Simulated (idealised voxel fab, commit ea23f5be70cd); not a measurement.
Documented hereafter: the process module known as voxel ribs on slabs.
Cross-section cut: width 280 nm, square cells of 5 nm.
Heads up, the way a cross-section reads in here is a grid of square cells, handed over as bands from the top down, with every band being one or more rows of cells. Look at the band entry: it leads with the top's height and the bottom's height in nm. Then it lists the materials left to right, with a width in nm for each. The word "throughout" on a single material says that material fills the band edge to edge. The word "blank" is empty space. Measure heights from 0. That's the level where, below it, the as-received wafer is all one material. The lowest band is bottomless and extends downward; write it as in "z 0 and below". Think of "30..40" as a width that walks from the first number to the second as you go down the band, top row to bottom row, taking equal-sized steps from row to row. Where the words "nothing changed" appear for a step, the cross-section shows no cell changed by that step; every cell remained as before. The label "Sealed cavities" introduces a list of the empty spaces, 8 cells or larger, that have no open way up to the top; each entry in it reads width x height at distance, where the distance is taken from the left edge and all three are stated in nm. Step line, after settings: the simulator's comment on this step. overlay nm: on a step with a mask, how far right of its planned place the mask lay; negative means left.

PLAN
1 RECEIVE,material Si
2 DIRECTIONAL_DEP,material SiO2,thk nm 25
3 DIRECTIONAL_DEP,material SiN,thk nm 25
4 DIRECTIONAL_DEP,material aC,thk nm 15
5 PATTERN,tone cover,mask id RIB,material resist,width nm 30,thk nm 35,overlay nm 0
6 DIRECTIONAL_ETCH,etch materials aC,depth nm 15
7 STRIP,etch materials resist
8 DIRECTIONAL_ETCH,etch materials SiN,depth nm 10
9 STRIP,etch materials aC
10 DIRECTIONAL_DEP,material aC,thk nm 10
11 PATTERN,tone cover,mask id SLAB,material resist,width nm 90,thk nm 25,overlay nm 0
12 DIRECTIONAL_ETCH,etch materials aC,depth nm 10
13 STRIP,etch materials resist
14 DIRECTIONAL_ETCH,etch materials SiN,depth nm 15
15 STRIP,etch materials aC
16 FILL_DEP,material SiO2,thk nm 25
17 CMP,height nm 65
18 DIRECTIONAL_DEP,material TiN,thk nm 5
19 DIRECTIONAL_DEP,material aC,thk nm 15
20 PATTERN,tone cover,mask id HEATER,material resist,width nm 40,thk nm 35,overlay nm 0
21 DIRECTIONAL_ETCH,etch materials aC,depth nm 15
22 STRIP,etch materials resist
23 DIRECTIONAL_ETCH,etch materials TiN,depth nm 5
24 STRIP,etch materials aC
25 CONFORMAL_DEP,material SiO2,thk nm 10

FIRST WAFER OF TWO (RUN AS PLANNED)

WAFER CROSS-SECTION ON RECEIPT, I.E. AFTER STEP 1
> z 0 and below | Si throughout
> Sealed cavities: none

AFTER STEP 2: WAFER CROSS-SECTION
> z 25 to 0 | SiO2 throughout
> Nothing below the height 0 has changed.

AFTER STEP 3: WAFER CROSS-SECTION
> z 50 to 25 | SiN throughout
> Nothing below the height 25 has changed.

AFTER STEP 4: WAFER CROSS-SECTION
> z 65 to 50 | aC throughout
> Nothing below the height 50 has changed.

AFTER STEP 5: WAFER CROSS-SECTION
> z 100 to 65 | 125 of blank | 30 of resist | 125 of blank
> Nothing below the height 65 has changed.

AFTER STEP 6: WAFER CROSS-SECTION
> z 85 to 65 | 125 of blank | 30 of resist | 125 of blank
> z 65 to 50 | 125 of blank | 30 of aC | 125 of blank
> Nothing below the height 50 has changed.

AFTER STEP 7: WAFER CROSS-SECTION
> z 65 to 50 | 125 of blank | 30 of aC | 125 of blank
> Nothing below the height 50 has changed.

AFTER STEP 8: WAFER CROSS-SECTION
> z 65 to 50 | 125 of blank | 30 of aC | 125 of blank
> z 50 to 40 | 125 of blank | 30 of SiN | 125 of blank
> Nothing below the height 40 has changed.

AFTER STEP 9: WAFER CROSS-SECTION
> z 50 to 40 | 125 of blank | 30 of SiN | 125 of blank
> Nothing below the height 40 has changed.

AFTER STEP 10: WAFER CROSS-SECTION
> z 60 to 50 | 125 of blank | 30 of aC | 125 of blank
> z 50 to 40 | 125 of aC | 30 of SiN | 125 of aC
> Nothing below the height 40 has changed.

AFTER STEP 11: WAFER CROSS-SECTION
> z 85 to 60 | 95 of blank | 90 of resist | 95 of blank
> z 60 to 50 | 95 of blank | 30 of resist | 30 of aC | 30 of resist | 95 of blank
> Nothing below the height 50 has changed.

AFTER STEP 12: WAFER CROSS-SECTION
> z 75 to 60 | 95 of blank | 90 of resist | 95 of blank
> z 60 to 50 | 95 of blank | 30 of resist | 30 of aC | 30 of resist | 95 of blank
> z 50 to 40 | 95 of blank | 30 of aC | 30 of SiN | 30 of aC | 95 of blank
> Nothing below the height 40 has changed.

AFTER STEP 13: WAFER CROSS-SECTION
> z 60 to 50 | 125 of blank | 30 of aC | 125 of blank
> Nothing below the height 50 has changed.

AFTER STEP 14: WAFER CROSS-SECTION
> z 60 to 50 | 125 of blank | 30 of aC | 125 of blank
> z 50 to 40 | 95 of blank | 30 of aC | 30 of SiN | 30 of aC | 95 of blank
> z 40 to 25 | 95 of blank | 90 of SiN | 95 of blank
> Nothing below the height 25 has changed.

AFTER STEP 15: WAFER CROSS-SECTION
> z 50 to 40 | 125 of blank | 30 of SiN | 125 of blank
> Nothing below the height 40 has changed.

AFTER STEP 16: WAFER CROSS-SECTION
> z 75 to 50 | SiO2 throughout
> z 50 to 40 | 125 of SiO2 | 30 of SiN | 125 of SiO2
> z 40 to 25 | 95 of SiO2 | 90 of SiN | 95 of SiO2
> Nothing below the height 25 has changed.

AFTER STEP 17: WAFER CROSS-SECTION
> z 65 to 50 | SiO2 throughout
> Nothing below the height 50 has changed.

AFTER STEP 18: WAFER CROSS-SECTION
> z 70 to 65 | TiN throughout
> Nothing below the height 65 has changed.

AFTER STEP 19: WAFER CROSS-SECTION
> z 85 to 70 | aC throughout
> Nothing below the height 70 has changed.

AFTER STEP 20: WAFER CROSS-SECTION
> z 120 to 85 | 120 of blank | 40 of resist | 120 of blank
> Nothing below the height 85 has changed.

AFTER STEP 21: WAFER CROSS-SECTION
> z 105 to 85 | 120 of blank | 40 of resist | 120 of blank
> z 85 to 70 | 120 of blank | 40 of aC | 120 of blank
> Nothing below the height 70 has changed.

AFTER STEP 22: WAFER CROSS-SECTION
> z 85 to 70 | 120 of blank | 40 of aC | 120 of blank
> Nothing below the height 70 has changed.

AFTER STEP 23: WAFER CROSS-SECTION
> z 85 to 70 | 120 of blank | 40 of aC | 120 of blank
> z 70 to 65 | 120 of blank | 40 of TiN | 120 of blank
> Nothing below the height 65 has changed.

AFTER STEP 24: WAFER CROSS-SECTION
> z 70 to 65 | 120 of blank | 40 of TiN | 120 of blank
> Nothing below the height 65 has changed.

AFTER STEP 25: WAFER CROSS-SECTION
> z 80 to 75 | 110 of blank | 60 of SiO2 | 110 of blank
> z 75 to 70 | SiO2 throughout
> z 70 to 65 | 120 of SiO2 | 40 of TiN | 120 of SiO2
> Nothing below the height 65 has changed.

COMPANION WAFER, THE SECOND OF TWO: SAME BEGINNING, SAME INTENDED SEQUENCE, ONE MISTAKE IN CARRYING IT OUT; THROUGH STEP 1 INCLUSIVE IT TRACKS THE FIRST EXACTLY

CROSS-SECTION OF THE SECOND WAFER CORRESPONDING TO THE PLANNED CONCLUSION OF STEP 2
> z 50 to 0 | SiO2 throughout
> Nothing below the height 0 has changed.

CROSS-SECTION OF THE SECOND WAFER CORRESPONDING TO THE PLANNED CONCLUSION OF STEP 3
> z 75 to 50 | SiN throughout
> Nothing below the height 50 has changed.

CROSS-SECTION OF THE SECOND WAFER CORRESPONDING TO THE PLANNED CONCLUSION OF STEP 4
> z 90 to 75 | aC throughout
> Nothing below the height 75 has changed.

CROSS-SECTION OF THE SECOND WAFER CORRESPONDING TO THE PLANNED CONCLUSION OF STEP 5
> z 125 to 90 | 125 of blank | 30 of resist | 125 of blank
> Nothing below the height 90 has changed.

CROSS-SECTION OF THE SECOND WAFER CORRESPONDING TO THE PLANNED CONCLUSION OF STEP 6
> z 110 to 90 | 125 of blank | 30 of resist | 125 of blank
> z 90 to 75 | 125 of blank | 30 of aC | 125 of blank
> Nothing below the height 75 has changed.

CROSS-SECTION OF THE SECOND WAFER CORRESPONDING TO THE PLANNED CONCLUSION OF STEP 7
> z 90 to 75 | 125 of blank | 30 of aC | 125 of blank
> Nothing below the height 75 has changed.

CROSS-SECTION OF THE SECOND WAFER CORRESPONDING TO THE PLANNED CONCLUSION OF STEP 8
> z 90 to 75 | 125 of blank | 30 of aC | 125 of blank
> z 75 to 65 | 125 of blank | 30 of SiN | 125 of blank
> Nothing below the height 65 has changed.

CROSS-SECTION OF THE SECOND WAFER CORRESPONDING TO THE PLANNED CONCLUSION OF STEP 9
> z 75 to 65 | 125 of blank | 30 of SiN | 125 of blank
> Nothing below the height 65 has changed.

CROSS-SECTION OF THE SECOND WAFER CORRESPONDING TO THE PLANNED CONCLUSION OF STEP 10
> z 85 to 75 | 125 of blank | 30 of aC | 125 of blank
> z 75 to 65 | 125 of aC | 30 of SiN | 125 of aC
> Nothing below the height 65 has changed.

CROSS-SECTION OF THE SECOND WAFER CORRESPONDING TO THE PLANNED CONCLUSION OF STEP 11
> z 110 to 85 | 95 of blank | 90 of resist | 95 of blank
> z 85 to 75 | 95 of blank | 30 of resist | 30 of aC | 30 of resist | 95 of blank
> Nothing below the height 75 has changed.

CROSS-SECTION OF THE SECOND WAFER CORRESPONDING TO THE PLANNED CONCLUSION OF STEP 12
> z 100 to 85 | 95 of blank | 90 of resist | 95 of blank
> z 85 to 75 | 95 of blank | 30 of resist | 30 of aC | 30 of resist | 95 of blank
> z 75 to 65 | 95 of blank | 30 of aC | 30 of SiN | 30 of aC | 95 of blank
> Nothing below the height 65 has changed.

CROSS-SECTION OF THE SECOND WAFER CORRESPONDING TO THE PLANNED CONCLUSION OF STEP 13
> z 85 to 75 | 125 of blank | 30 of aC | 125 of blank
> Nothing below the height 75 has changed.

CROSS-SECTION OF THE SECOND WAFER CORRESPONDING TO THE PLANNED CONCLUSION OF STEP 14
> z 85 to 75 | 125 of blank | 30 of aC | 125 of blank
> z 75 to 65 | 95 of blank | 30 of aC | 30 of SiN | 30 of aC | 95 of blank
> z 65 to 50 | 95 of blank | 90 of SiN | 95 of blank
> Nothing below the height 50 has changed.

CROSS-SECTION OF THE SECOND WAFER CORRESPONDING TO THE PLANNED CONCLUSION OF STEP 15
> z 75 to 65 | 125 of blank | 30 of SiN | 125 of blank
> Nothing below the height 65 has changed.

CROSS-SECTION OF THE SECOND WAFER CORRESPONDING TO THE PLANNED CONCLUSION OF STEP 16
> z 100 to 75 | SiO2 throughout
> z 75 to 65 | 125 of SiO2 | 30 of SiN | 125 of SiO2
> z 65 to 50 | 95 of SiO2 | 90 of SiN | 95 of SiO2
> Nothing below the height 50 has changed.

CROSS-SECTION OF THE SECOND WAFER CORRESPONDING TO THE PLANNED CONCLUSION OF STEP 17
> z 65 to 50 | 95 of SiO2 | 90 of SiN | 95 of SiO2
> Nothing below the height 50 has changed.

CROSS-SECTION OF THE SECOND WAFER CORRESPONDING TO THE PLANNED CONCLUSION OF STEP 18
> z 70 to 65 | TiN throughout
> Nothing below the height 65 has changed.

CROSS-SECTION OF THE SECOND WAFER CORRESPONDING TO THE PLANNED CONCLUSION OF STEP 19
> z 85 to 70 | aC throughout
> Nothing below the height 70 has changed.

CROSS-SECTION OF THE SECOND WAFER CORRESPONDING TO THE PLANNED CONCLUSION OF STEP 20
> z 120 to 85 | 120 of blank | 40 of resist | 120 of blank
> Nothing below the height 85 has changed.

CROSS-SECTION OF THE SECOND WAFER CORRESPONDING TO THE PLANNED CONCLUSION OF STEP 21
> z 105 to 85 | 120 of blank | 40 of resist | 120 of blank
> z 85 to 70 | 120 of blank | 40 of aC | 120 of blank
> Nothing below the height 70 has changed.

CROSS-SECTION OF THE SECOND WAFER CORRESPONDING TO THE PLANNED CONCLUSION OF STEP 22
> z 85 to 70 | 120 of blank | 40 of aC | 120 of blank
> Nothing below the height 70 has changed.

CROSS-SECTION OF THE SECOND WAFER CORRESPONDING TO THE PLANNED CONCLUSION OF STEP 23
> z 85 to 70 | 120 of blank | 40 of aC | 120 of blank
> z 70 to 65 | 120 of blank | 40 of TiN | 120 of blank
> Nothing below the height 65 has changed.

CROSS-SECTION OF THE SECOND WAFER CORRESPONDING TO THE PLANNED CONCLUSION OF STEP 24
> z 70 to 65 | 120 of blank | 40 of TiN | 120 of blank
> Nothing below the height 65 has changed.

CROSS-SECTION OF THE SECOND WAFER CORRESPONDING TO THE PLANNED CONCLUSION OF STEP 25
> z 80 to 75 | 110 of blank | 60 of SiO2 | 110 of blank
> z 75 to 70 | SiO2 throughout
> z 70 to 65 | 120 of SiO2 | 40 of TiN | 120 of SiO2
> Nothing below the height 65 has changed.
Diagnosis: the plan's step 2 ran twice
Bottom line after processing is that, in cells, the second wafer is up or down on some materials versus the first: 12 fewer of SiN; 12 more of SiO2
